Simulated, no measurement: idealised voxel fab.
Process module name: voxel capacitor over wiring
245 nm wide, 5 nm square cells: that's cross-section cut.
Cross-section, as written here: a square-cell grid given band by band from the top down, where a band holds one or more rows of cells. For a band, the entry starts with two heights in nm, that of the top and then that of the bottom, and carries on with the band's materials in order from left to right, each alongside its width in nm; the word "full width" beside a single material means it fills the band edge to edge, and "empty" means empty space. Heights from 0 (as-received wafer is one material below). Bottom band endless downward, as "0 nm and below". A two-number width, for instance "30 to 40", indicates that the width is equal to the first number in the top row of the band and to the second number in the bottom row, and that it changes by a constant amount per row of cells. The cross-section has no changed cell in any step marked "nothing altered". "Voids lacking openings" - sealed voids, min. 8 cells, no opening to top; format: width x height at distance (distance from left edge; nm throughout). On each step's line, the part that comes after the settings is the simulator's own comment on the step. overlay nm: right-of-plan distance of the mask on a masked step; negative values mean left-of-plan. Heads up before you read on: it's before/after pairs around one process step each, after side only down to the lowest band that changed, step plus settings under the pair. Pairs can be from different runs of this module, same starting wafer, so only chain a pair onto the one above if its "Prior to step" entry says so.

# Prior to step
- 0 nm and below | Si full width
- Voids lacking openings: none

# Post-Step Cross-Section
- 15 nm to 0 nm | SiO2 full width
- Heights below 0 show no change.
- Voids lacking openings: none
What sits between those two cross-sections? CONFORMAL_DEP,material SiO2,thk nm 15

Prior to step: we pick up right where the pair above leaves off, with its after cross-section.

# Post-Step Cross-Section
- 20 nm to 15 nm | SiCN full width
- Heights below 15 show no change.
- Voids lacking openings: none
What sits between those two cross-sections? CONFORMAL_DEP,material SiCN,thk nm 5

Prior to step: we pick up right where the pair above leaves off, with its after cross-section.

# Post-Step Cross-Section
- 45 nm to 20 nm | SiO2 full width
- Heights below 20 show no change.
- Voids lacking openings: none
What sits between those two cross-sections? DIRECTIONAL_DEP,material SiO2,thk nm 25

Prior to step: we pick up right where the pair above leaves off, with its after cross-section.

# Post-Step Cross-Section
- 60 nm to 45 nm | aC full width
- Heights below 45 show no change.
- Voids lacking openings: none
What sits between those two cross-sections? DIRECTIONAL_DEP,material aC,thk nm 15

Prior to step: we pick up right where the pair above leaves off, with its after cross-section.

# Post-Step Cross-Section
- 90 nm to 60 nm | 70 resist  25 empty  55 resist  25 empty  70 resist
- Heights below 60 show no change.
- Voids lacking openings: none
What sits between those two cross-sections? PATTERN,tone open,mask id METAL_1,material resist,width nm 25,pitch nm 80,thk nm 30,overlay nm 0

Prior to step: we pick up right where the pair above leaves off, with its after cross-section.

# Post-Step Cross-Section
- 75 nm to 60 nm | 70 resist  25 empty  55 resist  25 empty  70 resist
- 60 nm to 45 nm | 70 aC  25 empty  55 aC  25 empty  70 aC
- Heights below 45 show no change.
- Voids lacking openings: none
What sits between those two cross-sections? DIRECTIONAL_ETCH,etch materials aC,depth nm 15

Prior to step: we pick up right where the pair above leaves off, with its after cross-section.

# Post-Step Cross-Section
- 60 nm to 45 nm | 70 aC  25 empty  55 aC  25 empty  70 aC
- Heights below 45 show no change.
- Voids lacking openings: none
What sits between those two cross-sections? STRIP,etch materials resist

Prior to step: we pick up right where the pair above leaves off, with its after cross-section.

# Post-Step Cross-Section
- 60 nm to 45 nm | 70 aC  25 empty  55 aC  25 empty  70 aC
- 45 nm to 20 nm | 70 SiO2  25 empty  55 SiO2  25 empty  70 SiO2
- Heights below 20 show no change.
- Voids lacking openings: none
What sits between those two cross-sections? DIRECTIONAL_ETCH,etch materials SiO2,depth nm 25

Prior to step: we pick up right where the pair above leaves off, with its after cross-section.

# Post-Step Cross-Section
- 60 nm to 45 nm | 70 aC  25 empty  55 aC  25 empty  70 aC
- 45 nm to 20 nm | 70 SiO2  25 empty  55 SiO2  25 empty  70 SiO2
- 20 nm to 15 nm | 70 SiCN  25 empty  55 SiCN  25 empty  70 SiCN
- Heights below 15 show no change.
- Voids lacking openings: none
What sits between those two cross-sections? DIRECTIONAL_ETCH,etch materials SiCN,depth nm 5

Prior to step: we pick up right where the pair above leaves off, with its after cross-section.

# Post-Step Cross-Section
- 45 nm to 20 nm | 70 SiO2  25 empty  55 SiO2  25 empty  70 SiO2
- Heights below 20 show no change.
- Voids lacking openings: none
What sits between those two cross-sections? STRIP,etch materials aC

Prior to step: we pick up right where the pair above leaves off, with its after cross-section.

# Post-Step Cross-Section
- 50 nm to 45 nm | 75 TiN  15 empty  65 TiN  15 empty  75 TiN
- 45 nm to 20 nm | 70 SiO2  5 TiN  15 empty  5 TiN  55 SiO2  5 TiN  15 empty  5 TiN  70 SiO2
- 20 nm to 15 nm | 70 SiCN  25 TiN  55 SiCN  25 TiN  70 SiCN
- Heights below 15 show no change.
- Voids lacking openings: none
What sits between those two cross-sections? CONFORMAL_DEP,material TiN,thk nm 5

Prior to step: we pick up right where the pair above leaves off, with its after cross-section.

# Post-Step Cross-Section
- 55 nm to 50 nm | Cu full width
- 50 nm to 45 nm | 75 TiN  15 Cu  65 TiN  15 Cu  75 TiN
- 45 nm to 20 nm | 70 SiO2  5 TiN  15 Cu  5 TiN  55 SiO2  5 TiN  15 Cu  5 TiN  70 SiO2
- Heights below 20 show no change.
- Voids lacking openings: none
What sits between those two cross-sections? FILL_DEP,material Cu,thk nm 5

Prior to step: we pick up right where the pair above leaves off, with its after cross-section.

# Post-Step Cross-Section
- 45 nm to 20 nm | 70 SiO2  5 TiN  15 Cu  5 TiN  55 SiO2  5 TiN  15 Cu  5 TiN  70 SiO2
- Heights below 20 show no change.
- Voids lacking openings: none
What sits between those two cross-sections? CMP,height nm 45

Prior to step: we pick up right where the pair above leaves off, with its after cross-section.

# Post-Step Cross-Section
- 50 nm to 45 nm | SiCN full width
- Heights below 45 show no change.
- Voids lacking openings: none
What sits between those two cross-sections? CONFORMAL_DEP,material SiCN,thk nm 5

Prior to step: we pick up right where the pair above leaves off, with its after cross-section.

# Post-Step Cross-Section
- 60 nm to 50 nm | SiO2 full width
- Heights below 50 show no change.
- Voids lacking openings: none
What sits between those two cross-sections? DIRECTIONAL_DEP,material SiO2,thk nm 10

Prior to step: we pick up right where the pair above leaves off, with its after cross-section.

# Post-Step Cross-Section
- 70 nm to 60 nm | aC full width
- Heights below 60 show no change.
- Voids lacking openings: none
What sits between those two cross-sections? DIRECTIONAL_DEP,material aC,thk nm 10

Prior to step: we pick up right where the pair above leaves off, with its after cross-section.

# Post-Step Cross-Section
- 95 nm to 70 nm | 80 resist  15 empty  150 resist
- Heights below 70 show no change.
- Voids lacking openings: none
What sits between those two cross-sections? PATTERN,tone open,mask id PLUG_1,material resist,width nm 15,thk nm 25,overlay nm 0

Prior to step: we pick up right where the pair above leaves off, with its after cross-section.

# Post-Step Cross-Section
- 85 nm to 70 nm | 80 resist  15 empty  150 resist
- 70 nm to 60 nm | 80 aC  15 empty  150 aC
- Heights below 60 show no change.
- Voids lacking openings: none
What sits between those two cross-sections? DIRECTIONAL_ETCH,etch materials aC,depth nm 10

Prior to step: we pick up right where the pair above leaves off, with its after cross-section.

# Post-Step Cross-Section
- 70 nm to 60 nm | 80 aC  15 empty  150 aC
- Heights below 60 show no change.
- Voids lacking openings: none
What sits between those two cross-sections? STRIP,etch materials resist

Prior to step: we pick up right where the pair above leaves off, with its after cross-section.

# Post-Step Cross-Section
- 70 nm to 60 nm | 80 aC  15 empty  150 aC
- 60 nm to 50 nm | 80 SiO2  15 empty  150 SiO2
- Heights below 50 show no change.
- Voids lacking openings: none
What sits between those two cross-sections? DIRECTIONAL_ETCH,etch materials SiO2,depth nm 10

Prior to step: we pick up right where the pair above leaves off, with its after cross-section.

# Post-Step Cross-Section
- 70 nm to 60 nm | 80 aC  15 empty  150 aC
- 60 nm to 50 nm | 80 SiO2  15 empty  150 SiO2
- 50 nm to 45 nm | 80 SiCN  15 empty  150 SiCN
- Heights below 45 show no change.
- Voids lacking openings: none
What sits between those two cross-sections? DIRECTIONAL_ETCH,etch materials SiCN,depth nm 5

Prior to step: we pick up right where the pair above leaves off, with its after cross-section.

# Post-Step Cross-Section
- 60 nm to 50 nm | 80 SiO2  15 empty  150 SiO2
- Heights below 50 show no change.
- Voids lacking openings: none
What sits between those two cross-sections? STRIP,etch materials aC

Prior to step: we pick up right where the pair above leaves off, with its after cross-section.

# Post-Step Cross-Section
- 65 nm to 60 nm | 85 TiN  5 empty  155 TiN
- 60 nm to 50 nm | 80 SiO2  5 TiN  5 empty  5 TiN  150 SiO2
- 50 nm to 45 nm | 80 SiCN  15 TiN  150 SiCN
- Heights below 45 show no change.
- Voids lacking openings: none
What sits between those two cross-sections? CONFORMAL_DEP,material TiN,thk nm 5

Prior to step: we pick up right where the pair above leaves off, with its after cross-section.

# Post-Step Cross-Section
- 70 nm to 65 nm | Ru full width
- 65 nm to 60 nm | 85 TiN  5 Ru  155 TiN
- 60 nm to 50 nm | 80 SiO2  5 TiN  5 Ru  5 TiN  150 SiO2
- Heights below 50 show no change.
- Voids lacking openings: none
What sits between those two cross-sections? FILL_DEP,material Ru,thk nm 5

Prior to step: we pick up right where the pair above leaves off, with its after cross-section.

# Post-Step Cross-Section
- 60 nm to 50 nm | 80 SiO2  5 TiN  5 Ru  5 TiN  150 SiO2
- Heights below 50 show no change.
- Voids lacking openings: none
What sits between those two cross-sections? CMP,height nm 60

Prior to step: we pick up right where the pair above leaves off, with its after cross-section.

# Post-Step Cross-Section
- 70 nm to 60 nm | TiN full width
- Heights below 60 show no change.
- Voids lacking openings: none
What sits between those two cross-sections? DIRECTIONAL_DEP,material TiN,thk nm 10

Prior to step: we pick up right where the pair above leaves off, with its after cross-section.

# Post-Step Cross-Section
- 75 nm to 70 nm | HfO2 full width
- Heights below 70 show no change.
- Voids lacking openings: none
What sits between those two cross-sections? DIRECTIONAL_DEP,material HfO2,thk nm 5

Prior to step: we pick up right where the pair above leaves off, with its after cross-section.

# Post-Step Cross-Section
- 80 nm to 75 nm | TiN full width
- Heights below 75 show no change.
- Voids lacking openings: none
What sits between those two cross-sections? DIRECTIONAL_DEP,material TiN,thk nm 5

Prior to step: we pick up right where the pair above leaves off, with its after cross-section.

# Post-Step Cross-Section
- 95 nm to 80 nm | aC full width
- Heights below 80 show no change.
- Voids lacking openings: none
What sits between those two cross-sections? DIRECTIONAL_DEP,material aC,thk nm 15

Prior to step: we pick up right where the pair above leaves off, with its after cross-section.

# Post-Step Cross-Section
- 125 nm to 95 nm | 80 empty  60 resist  105 empty
- Heights below 95 show no change.
- Voids lacking openings: none
What sits between those two cross-sections? PATTERN,tone cover,mask id UPPER_PLATE,material resist,width nm 60,thk nm 30,overlay nm 0

Prior to step: we pick up right where the pair above leaves off, with its after cross-section.

# Post-Step Cross-Section
- 110 nm to 95 nm | 80 empty  60 resist  105 empty
- 95 nm to 80 nm | 80 empty  60 aC  105 empty
- Heights below 80 show no change.
- Voids lacking openings: none
What sits between those two cross-sections? DIRECTIONAL_ETCH,etch materials aC,depth nm 15

Prior to step: we pick up right where the pair above leaves off, with its after cross-section.

# Post-Step Cross-Section
- 95 nm to 80 nm | 80 empty  60 aC  105 empty
- Heights below 80 show no change.
- Voids lacking openings: none
What sits between those two cross-sections? STRIP,etch materials resist

Prior to step: we pick up right where the pair above leaves off, with its after cross-section.

# Post-Step Cross-Section
- 95 nm to 80 nm | 80 empty  60 aC  105 empty
- 80 nm to 75 nm | 80 empty  60 TiN  105 empty
- Heights below 75 show no change.
- Voids lacking openings: none
What sits between those two cross-sections? DIRECTIONAL_ETCH,etch materials TiN,depth nm 5

Prior to step: we pick up right where the pair above leaves off, with its after cross-section.

# Post-Step Cross-Section
- 95 nm to 80 nm | 80 empty  60 aC  105 empty
- 80 nm to 75 nm | 80 empty  60 TiN  105 empty
- 75 nm to 70 nm | 80 empty  60 HfO2  105 empty
- Heights below 70 show no change.
- Voids lacking openings: none
What sits between those two cross-sections? DIRECTIONAL_ETCH,etch materials HfO2,depth nm 5

Prior to step: we pick up right where the pair above leaves off, with its after cross-section.

# Post-Step Cross-Section
- 80 nm to 75 nm | 80 empty  60 TiN  105 empty
- Heights below 75 show no change.
- Voids lacking openings: none
What sits between those two cross-sections? STRIP,etch materials aC

Prior to step: we pick up right where the pair above leaves off, with its after cross-section.

# Post-Step Cross-Section
- 100 nm to 80 nm | 75 empty  70 resist  100 empty
- 80 nm to 75 nm | 75 empty  5 resist  60 TiN  5 resist  100 empty
- 75 nm to 70 nm | 75 empty  5 resist  60 HfO2  5 resist  100 empty
- Heights below 70 show no change.
- Voids lacking openings: none
What sits between those two cross-sections? PATTERN,tone cover,mask id LOWER_PLATE,material resist,width nm 70,thk nm 20,overlay nm 0

Prior to step: we pick up right where the pair above leaves off, with its after cross-section.

# Post-Step Cross-Section
- 100 nm to 80 nm | 75 empty  70 resist  100 empty
- 80 nm to 75 nm | 75 empty  5 resist  60 TiN  5 resist  100 empty
- 75 nm to 70 nm | 75 empty  5 resist  60 HfO2  5 resist  100 empty
- 70 nm to 60 nm | 75 empty  70 TiN  100 empty
- Heights below 60 show no change.
- Voids lacking openings: none
What sits between those two cross-sections? DIRECTIONAL_ETCH,etch materials TiN,depth nm 10

Prior to step: we pick up right where the pair above leaves off, with its after cross-section.

# Post-Step Cross-Section
- 80 nm to 75 nm | 80 empty  60 TiN  105 empty
- 75 nm to 70 nm | 80 empty  60 HfO2  105 empty
- Heights below 70 show no change.
- Voids lacking openings: none
What sits between those two cross-sections? STRIP,etch materials resist

Prior to step: we pick up right where the pair above leaves off, with its after cross-section.

# Post-Step Cross-Section
- 100 nm to 80 nm | SiO2 full width
- 80 nm to 75 nm | 80 SiO2  60 TiN  105 SiO2
- 75 nm to 70 nm | 80 SiO2  60 HfO2  105 SiO2
- 70 nm to 60 nm | 75 SiO2  70 TiN  100 SiO2
- Heights below 60 show no change.
- Voids lacking openings: none
What sits between those two cross-sections? FILL_DEP,material SiO2,thk nm 20

Prior to step: we pick up right where the pair above leaves off, with its after cross-section.

# Post-Step Cross-Section
- 95 nm to 80 nm | SiO2 full width
- Heights below 80 show no change.
- Voids lacking openings: none
What sits between those two cross-sections? CMP,height nm 95

Prior to step: we pick up right where the pair above leaves off, with its after cross-section.

# Post-Step Cross-Section
- 115 nm to 95 nm | 90 resist  15 empty  140 resist
- Heights below 95 show no change.
- Voids lacking openings: none
What sits between those two cross-sections? PATTERN,tone open,mask id PLUG_2,material resist,width nm 15,thk nm 20,overlay nm 0

Prior to step: we pick up right where the pair above leaves off, with its after cross-section.

# Post-Step Cross-Section
- 115 nm to 95 nm | 90 resist  15 empty  140 resist
- 95 nm to 80 nm | 90 SiO2  15 empty  140 SiO2
- Heights below 80 show no change.
- Voids lacking openings: none
What sits between those two cross-sections? DIRECTIONAL_ETCH,etch materials SiO2,depth nm 15

Prior to step: we pick up right where the pair above leaves off, with its after cross-section.

# Post-Step Cross-Section
- 95 nm to 80 nm | 90 SiO2  15 empty  140 SiO2
- Heights below 80 show no change.
- Voids lacking openings: none
What sits between those two cross-sections? STRIP,etch materials resist

Prior to step: we pick up right where the pair above leaves off, with its after cross-section.

# Post-Step Cross-Section
- 100 nm to 95 nm | 95 TiN  5 empty  145 TiN
- 95 nm to 85 nm | 90 SiO2  5 TiN  5 empty  5 TiN  140 SiO2
- 85 nm to 75 nm | 90 to 80 SiO2  15 to 60 TiN  140 to 105 SiO2
- Heights below 75 show no change.
- Voids lacking openings: none
What sits between those two cross-sections? CONFORMAL_DEP,material TiN,thk nm 5

Prior to step: we pick up right where the pair above leaves off, with its after cross-section.

# Post-Step Cross-Section
- 105 nm to 100 nm | Ru full width
- 100 nm to 95 nm | 95 TiN  5 Ru  145 TiN
- 95 nm to 85 nm | 90 SiO2  5 TiN  5 Ru  5 TiN  140 SiO2
- Heights below 85 show no change.
- Voids lacking openings: none
What sits between those two cross-sections? FILL_DEP,material Ru,thk nm 5

Prior to step: we pick up right where the pair above leaves off, with its after cross-section.

# Post-Step Cross-Section
- 95 nm to 85 nm | 90 SiO2  5 TiN  5 Ru  5 TiN  140 SiO2
- Heights below 85 show no change.
- Voids lacking openings: none
What sits between those two cross-sections? CMP,height nm 95

Prior to step: we pick up right where the pair above leaves off, with its after cross-section.

# Post-Step Cross-Section
- 100 nm to 95 nm | SiCN full width
- Heights below 95 show no change.
- Voids lacking openings: none
What sits between those two cross-sections? CONFORMAL_DEP,material SiCN,thk nm 5

# Prior to step
- 15 nm to 0 nm | SiO2 full width
- 0 nm and below | Si full width
- Voids lacking openings: none

# Post-Step Cross-Section
- 40 nm to 0 nm | SiO2 full width
- Heights below 0 show no change.
- Voids lacking openings: none
What sits between those two cross-sections? DIRECTIONAL_DEP,material SiO2,thk nm 25

Prior to step: we pick up right where the pair above leaves off, with its after cross-section.

# Post-Step Cross-Section
- 55 nm to 40 nm | aC full width
- Heights below 40 show no change.
- Voids lacking openings: none
What sits between those two cross-sections? DIRECTIONAL_DEP,material aC,thk nm 15

Prior to step: we pick up right where the pair above leaves off, with its after cross-section.

# Post-Step Cross-Section
- 85 nm to 55 nm | 70 resist  25 empty  55 resist  25 empty  70 resist
- Heights below 55 show no change.
- Voids lacking openings: none
What sits between those two cross-sections? PATTERN,tone open,mask id METAL_1,material resist,width nm 25,pitch nm 80,thk nm 30,overlay nm 0

Prior to step: we pick up right where the pair above leaves off, with its after cross-section.

# Post-Step Cross-Section
- 70 nm to 55 nm | 70 resist  25 empty  55 resist  25 empty  70 resist
- 55 nm to 40 nm | 70 aC  25 empty  55 aC  25 empty  70 aC
- Heights below 40 show no change.
- Voids lacking openings: none
What sits between those two cross-sections? DIRECTIONAL_ETCH,etch materials aC,depth nm 15

Prior to step: we pick up right where the pair above leaves off, with its after cross-section.

# Post-Step Cross-Section
- 55 nm to 40 nm | 70 aC  25 empty  55 aC  25 empty  70 aC
- Heights below 40 show no change.
- Voids lacking openings: none
What sits between those two cross-sections? STRIP,etch materials resist

Prior to step: we pick up right where the pair above leaves off, with its after cross-section.

# Post-Step Cross-Section
- 55 nm to 40 nm | 70 aC  25 empty  55 aC  25 empty  70 aC
- 40 nm to 15 nm | 70 SiO2  25 empty  55 SiO2  25 empty  70 SiO2
- Heights below 15 show no change.
- Voids lacking openings: none
What sits between those two cross-sections? DIRECTIONAL_ETCH,etch materials SiO2,depth nm 25

Prior to step: we pick up right where the pair above leaves off, with its after cross-section.

# Post-Step Cross-Section
- 40 nm to 15 nm | 70 SiO2  25 empty  55 SiO2  25 empty  70 SiO2
- Heights below 15 show no change.
- Voids lacking openings: none
What sits between those two cross-sections? STRIP,etch materials aC

Prior to step: we pick up right where the pair above leaves off, with its after cross-section.

# Post-Step Cross-Section
- 45 nm to 40 nm | 75 TiN  15 empty  65 TiN  15 empty  75 TiN
- 40 nm to 20 nm | 70 SiO2  5 TiN  15 empty  5 TiN  55 SiO2  5 TiN  15 empty  5 TiN  70 SiO2
- 20 nm to 15 nm | 70 SiO2  25 TiN  55 SiO2  25 TiN  70 SiO2
- Heights below 15 show no change.
- Voids lacking openings: none
What sits between those two cross-sections? CONFORMAL_DEP,material TiN,thk nm 5

Prior to step: we pick up right where the pair above leaves off, with its after cross-section.

# Post-Step Cross-Section
- 50 nm to 45 nm | Cu full width
- 45 nm to 40 nm | 75 TiN  15 Cu  65 TiN  15 Cu  75 TiN
- 40 nm to 20 nm | 70 SiO2  5 TiN  15 Cu  5 TiN  55 SiO2  5 TiN  15 Cu  5 TiN  70 SiO2
- Heights below 20 show no change.
- Voids lacking openings: none
What sits between those two cross-sections? FILL_DEP,material Cu,thk nm 5

Prior to step: we pick up right where the pair above leaves off, with its after cross-section.

# Post-Step Cross-Section
- 45 nm to 40 nm | 75 TiN  15 Cu  65 TiN  15 Cu  75 TiN
- Heights below 40 show no change.
- Voids lacking openings: none
What sits between those two cross-sections? CMP,height nm 45

Prior to step: we pick up right where the pair above leaves off, with its after cross-section.

# Post-Step Cross-Section
- 50 nm to 45 nm | SiCN full width
- Heights below 45 show no change.
- Voids lacking openings: none
What sits between those two cross-sections? CONFORMAL_DEP,material SiCN,thk nm 5

Prior to step: we pick up right where the pair above leaves off, with its after cross-section.

# Post-Step Cross-Section
- 60 nm to 50 nm | SiO2 full width
- Heights below 50 show no change.
- Voids lacking openings: none
What sits between those two cross-sections? DIRECTIONAL_DEP,material SiO2,thk nm 10

Prior to step: we pick up right where the pair above leaves off, with its after cross-section.

# Post-Step Cross-Section
- 70 nm to 60 nm | aC full width
- Heights below 60 show no change.
- Voids lacking openings: none
What sits between those two cross-sections? DIRECTIONAL_DEP,material aC,thk nm 10

Prior to step: we pick up right where the pair above leaves off, with its after cross-section.

# Post-Step Cross-Section
- 95 nm to 70 nm | 80 resist  15 empty  150 resist
- Heights below 70 show no change.
- Voids lacking openings: none
What sits between those two cross-sections? PATTERN,tone open,mask id PLUG_1,material resist,width nm 15,thk nm 25,overlay nm 0

Prior to step: we pick up right where the pair above leaves off, with its after cross-section.

# Post-Step Cross-Section
- 85 nm to 70 nm | 80 resist  15 empty  150 resist
- 70 nm to 60 nm | 80 aC  15 empty  150 aC
- Heights below 60 show no change.
- Voids lacking openings: none
What sits between those two cross-sections? DIRECTIONAL_ETCH,etch materials aC,depth nm 10

Prior to step: we pick up right where the pair above leaves off, with its after cross-section.

# Post-Step Cross-Section
- 70 nm to 60 nm | 80 aC  15 empty  150 aC
- Heights below 60 show no change.
- Voids lacking openings: none
What sits between those two cross-sections? STRIP,etch materials resist

Prior to step: we pick up right where the pair above leaves off, with its after cross-section.

# Post-Step Cross-Section
- 70 nm to 60 nm | 80 aC  15 empty  150 aC
- 60 nm to 50 nm | 80 SiO2  15 empty  150 SiO2
- Heights below 50 show no change.
- Voids lacking openings: none
What sits between those two cross-sections? DIRECTIONAL_ETCH,etch materials SiO2,depth nm 10

Prior to step: we pick up right where the pair above leaves off, with its after cross-section.

# Post-Step Cross-Section
- 70 nm to 60 nm | 80 aC  15 empty  150 aC
- 60 nm to 50 nm | 80 SiO2  15 empty  150 SiO2
- 50 nm to 45 nm | 80 SiCN  15 empty  150 SiCN
- Heights below 45 show no change.
- Voids lacking openings: none
What sits between those two cross-sections? DIRECTIONAL_ETCH,etch materials SiCN,depth nm 5

Prior to step: we pick up right where the pair above leaves off, with its after cross-section.

# Post-Step Cross-Section
- 60 nm to 50 nm | 80 SiO2  15 empty  150 SiO2
- Heights below 50 show no change.
- Voids lacking openings: none
What sits between those two cross-sections? STRIP,etch materials aC

Prior to step: we pick up right where the pair above leaves off, with its after cross-section.

# Post-Step Cross-Section
- 65 nm to 60 nm | 85 TiN  5 empty  155 TiN
- 60 nm to 50 nm | 80 SiO2  5 TiN  5 empty  5 TiN  150 SiO2
- 50 nm to 45 nm | 80 SiCN  15 TiN  150 SiCN
- Heights below 45 show no change.
- Voids lacking openings: none
What sits between those two cross-sections? CONFORMAL_DEP,material TiN,thk nm 5

Prior to step: we pick up right where the pair above leaves off, with its after cross-section.

# Post-Step Cross-Section
- 70 nm to 65 nm | Ru full width
- 65 nm to 60 nm | 85 TiN  5 Ru  155 TiN
- 60 nm to 50 nm | 80 SiO2  5 TiN  5 Ru  5 TiN  150 SiO2
- Heights below 50 show no change.
- Voids lacking openings: none
What sits between those two cross-sections? FILL_DEP,material Ru,thk nm 5

Prior to step: we pick up right where the pair above leaves off, with its after cross-section.

# Post-Step Cross-Section
- 60 nm to 50 nm | 80 SiO2  5 TiN  5 Ru  5 TiN  150 SiO2
- Heights below 50 show no change.
- Voids lacking openings: none
What sits between those two cross-sections? CMP,height nm 60

Prior to step: we pick up right where the pair above leaves off, with its after cross-section.

# Post-Step Cross-Section
- 70 nm to 60 nm | TiN full width
- Heights below 60 show no change.
- Voids lacking openings: none
What sits between those two cross-sections? DIRECTIONAL_DEP,material TiN,thk nm 10

Prior to step: we pick up right where the pair above leaves off, with its after cross-section.

# Post-Step Cross-Section
- 75 nm to 70 nm | HfO2 full width
- Heights below 70 show no change.
- Voids lacking openings: none
What sits between those two cross-sections? DIRECTIONAL_DEP,material HfO2,thk nm 5

Prior to step: we pick up right where the pair above leaves off, with its after cross-section.

# Post-Step Cross-Section
- 80 nm to 75 nm | TiN full width
- Heights below 75 show no change.
- Voids lacking openings: none
What sits between those two cross-sections? DIRECTIONAL_DEP,material TiN,thk nm 5

Prior to step: we pick up right where the pair above leaves off, with its after cross-section.

# Post-Step Cross-Section
- 95 nm to 80 nm | aC full width
- Heights below 80 show no change.
- Voids lacking openings: none
What sits between those two cross-sections? DIRECTIONAL_DEP,material aC,thk nm 15

Prior to step: we pick up right where the pair above leaves off, with its after cross-section.

# Post-Step Cross-Section
- 125 nm to 95 nm | 80 empty  60 resist  105 empty
- Heights below 95 show no change.
- Voids lacking openings: none
What sits between those two cross-sections? PATTERN,tone cover,mask id UPPER_PLATE,material resist,width nm 60,thk nm 30,overlay nm 0

Prior to step: we pick up right where the pair above leaves off, with its after cross-section.

# Post-Step Cross-Section
- 110 nm to 95 nm | 80 empty  60 resist  105 empty
- 95 nm to 80 nm | 80 empty  60 aC  105 empty
- Heights below 80 show no change.
- Voids lacking openings: none
What sits between those two cross-sections? DIRECTIONAL_ETCH,etch materials aC,depth nm 15

Prior to step: we pick up right where the pair above leaves off, with its after cross-section.

# Post-Step Cross-Section
- 95 nm to 80 nm | 80 empty  60 aC  105 empty
- Heights below 80 show no change.
- Voids lacking openings: none
What sits between those two cross-sections? STRIP,etch materials resist

Prior to step: we pick up right where the pair above leaves off, with its after cross-section.

# Post-Step Cross-Section
- 95 nm to 80 nm | 80 empty  60 aC  105 empty
- 80 nm to 75 nm | 80 empty  60 TiN  105 empty
- Heights below 75 show no change.
- Voids lacking openings: none
What sits between those two cross-sections? DIRECTIONAL_ETCH,etch materials TiN,depth nm 5

Prior to step: we pick up right where the pair above leaves off, with its after cross-section.

# Post-Step Cross-Section
- 95 nm to 80 nm | 80 empty  60 aC  105 empty
- 80 nm to 75 nm | 80 empty  60 TiN  105 empty
- 75 nm to 70 nm | 80 empty  60 HfO2  105 empty
- Heights below 70 show no change.
- Voids lacking openings: none
What sits between those two cross-sections? DIRECTIONAL_ETCH,etch materials HfO2,depth nm 5

Prior to step: we pick up right where the pair above leaves off, with its after cross-section.

# Post-Step Cross-Section
- 80 nm to 75 nm | 80 empty  60 TiN  105 empty
- Heights below 75 show no change.
- Voids lacking openings: none
What sits between those two cross-sections? STRIP,etch materials aC

Prior to step: we pick up right where the pair above leaves off, with its after cross-section.

# Post-Step Cross-Section
- 100 nm to 80 nm | 75 empty  70 resist  100 empty
- 80 nm to 75 nm | 75 empty  5 resist  60 TiN  5 resist  100 empty
- 75 nm to 70 nm | 75 empty  5 resist  60 HfO2  5 resist  100 empty
- Heights below 70 show no change.
- Voids lacking openings: none
What sits between those two cross-sections? PATTERN,tone cover,mask id LOWER_PLATE,material resist,width nm 70,thk nm 20,overlay nm 0

Prior to step: we pick up right where the pair above leaves off, with its after cross-section.

# Post-Step Cross-Section
- 100 nm to 80 nm | 75 empty  70 resist  100 empty
- 80 nm to 75 nm | 75 empty  5 resist  60 TiN  5 resist  100 empty
- 75 nm to 70 nm | 75 empty  5 resist  60 HfO2  5 resist  100 empty
- 70 nm to 60 nm | 75 empty  70 TiN  100 empty
- Heights below 60 show no change.
- Voids lacking openings: none
What sits between those two cross-sections? DIRECTIONAL_ETCH,etch materials TiN,depth nm 10

Prior to step: we pick up right where the pair above leaves off, with its after cross-section.

# Post-Step Cross-Section
- 80 nm to 75 nm | 80 empty  60 TiN  105 empty
- 75 nm to 70 nm | 80 empty  60 HfO2  105 empty
- Heights below 70 show no change.
- Voids lacking openings: none
What sits between those two cross-sections? STRIP,etch materials resist

Prior to step: we pick up right where the pair above leaves off, with its after cross-section.

# Post-Step Cross-Section
- 100 nm to 80 nm | SiO2 full width
- 80 nm to 75 nm | 80 SiO2  60 TiN  105 SiO2
- 75 nm to 70 nm | 80 SiO2  60 HfO2  105 SiO2
- 70 nm to 60 nm | 75 SiO2  70 TiN  100 SiO2
- Heights below 60 show no change.
- Voids lacking openings: none
What sits between those two cross-sections? FILL_DEP,material SiO2,thk nm 20

Prior to step: we pick up right where the pair above leaves off, with its after cross-section.

# Post-Step Cross-Section
- 95 nm to 80 nm | SiO2 full width
- Heights below 80 show no change.
- Voids lacking openings: none
What sits between those two cross-sections? CMP,height nm 95

Prior to step: we pick up right where the pair above leaves off, with its after cross-section.

# Post-Step Cross-Section
- 115 nm to 95 nm | 90 resist  15 empty  140 resist
- Heights below 95 show no change.
- Voids lacking openings: none
What sits between those two cross-sections? PATTERN,tone open,mask id PLUG_2,material resist,width nm 15,thk nm 20,overlay nm 0

Prior to step: we pick up right where the pair above leaves off, with its after cross-section.

# Post-Step Cross-Section
- 115 nm to 95 nm | 90 resist  15 empty  140 resist
- 95 nm to 80 nm | 90 SiO2  15 empty  140 SiO2
- Heights below 80 show no change.
- Voids lacking openings: none
What sits between those two cross-sections? DIRECTIONAL_ETCH,etch materials SiO2,depth nm 15

Prior to step: we pick up right where the pair above leaves off, with its after cross-section.

# Post-Step Cross-Section
- 95 nm to 80 nm | 90 SiO2  15 empty  140 SiO2
- Heights below 80 show no change.
- Voids lacking openings: none
What sits between those two cross-sections? STRIP,etch materials resist

Prior to step: we pick up right where the pair above leaves off, with its after cross-section.

# Post-Step Cross-Section
- 100 nm to 95 nm | 95 TiN  5 empty  145 TiN
- 95 nm to 85 nm | 90 SiO2  5 TiN  5 empty  5 TiN  140 SiO2
- 85 nm to 75 nm | 90 to 80 SiO2  15 to 60 TiN  140 to 105 SiO2
- Heights below 75 show no change.
- Voids lacking openings: none
What sits between those two cross-sections? CONFORMAL_DEP,material TiN,thk nm 5

Prior to step: we pick up right where the pair above leaves off, with its after cross-section.

# Post-Step Cross-Section
- 105 nm to 100 nm | Ru full width
- 100 nm to 95 nm | 95 TiN  5 Ru  145 TiN
- 95 nm to 85 nm | 90 SiO2  5 TiN  5 Ru  5 TiN  140 SiO2
- Heights below 85 show no change.
- Voids lacking openings: none
What sits between those two cross-sections? FILL_DEP,material Ru,thk nm 5

Prior to step: we pick up right where the pair above leaves off, with its after cross-section.

# Post-Step Cross-Section
- 95 nm to 85 nm | 90 SiO2  5 TiN  5 Ru  5 TiN  140 SiO2
- Heights below 85 show no change.
- Voids lacking openings: none
What sits between those two cross-sections? CMP,height nm 95
